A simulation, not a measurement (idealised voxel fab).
Herein follows the process module entitled voxel released beams.
Shown is cross-section cut, with a width of 245 nm and square cells of size 5 nm.
In this document a cross-section is written as a grid of square cells. It is given as a series of bands, listed from the top down, and a band is one or more rows of cells. This entry defines a band. It first specifies the height of the band's top and the height of its bottom in nm, and then specifies the band's materials from left to right, stating each material with its width in nm. The word "all across" identifies a single material that fills the band from edge to edge, while the word "air" identifies empty space. The reference from which all heights are counted is 0, the level beneath which the as-received wafer is entirely one material; the lowest band, having no lower bound, proceeds downward and is written after the example "0 down". You'd read "30 to 40" like this: the band's top row of cells is as wide as the first number, its bottom row is as wide as the second, and going down, every row changes width by the same amount as the row before did. Any step labelled "nothing got changed" changed none of the cells in the cross-section. Basically, "Closed void roster" tells you about the enclosed voids: empty spaces with no open way to the top, 8 cells or bigger, each written width x height at distance, where distance is from the left edge, all in nm. Text after the settings on a step's line: the simulator's own remark on that step. When a step includes a mask, the "overlay nm" setting on its line states how far to the right of its planned place that mask lay, and negative values state how far to the left.

Below is the list of planned process steps:
1 RECEIVE | material Si
2 CONFORMAL_DEP | material Al2O3 | thk nm 10
3 DIRECTIONAL_DEP | material SiO2 | thk nm 20
4 MASKED_ETCH | tone open | mask id ANCHOR | width nm 45 | etch materials SiO2 | depth nm 20 | overlay nm 0
5 CONFORMAL_DEP | material polySi | thk nm 15
6 MASKED_ETCH | tone cover | mask id BEAM | width nm 105 | etch materials polySi | depth nm 15 | overlay nm 0
7 STRIP | etch materials SiO2

So this is the incoming wafer in cross-section - it's already been through step 1:
- 0 down = Si all across
- Closed void roster: none

a wafer at the end: this start, this plan, one mistake:
- 60 to 45 = air 65; polySi 105; air 75
- 45 to 30 = polySi all across
- 30 to 10 = SiO2 70; polySi 45; SiO2 130
- 10 to 0 = Al2O3 all across
- 0 down = Si all across
- Closed void roster: none
In executing the process, a mistake was made relative to the plan: plan step 5 was conducted twice
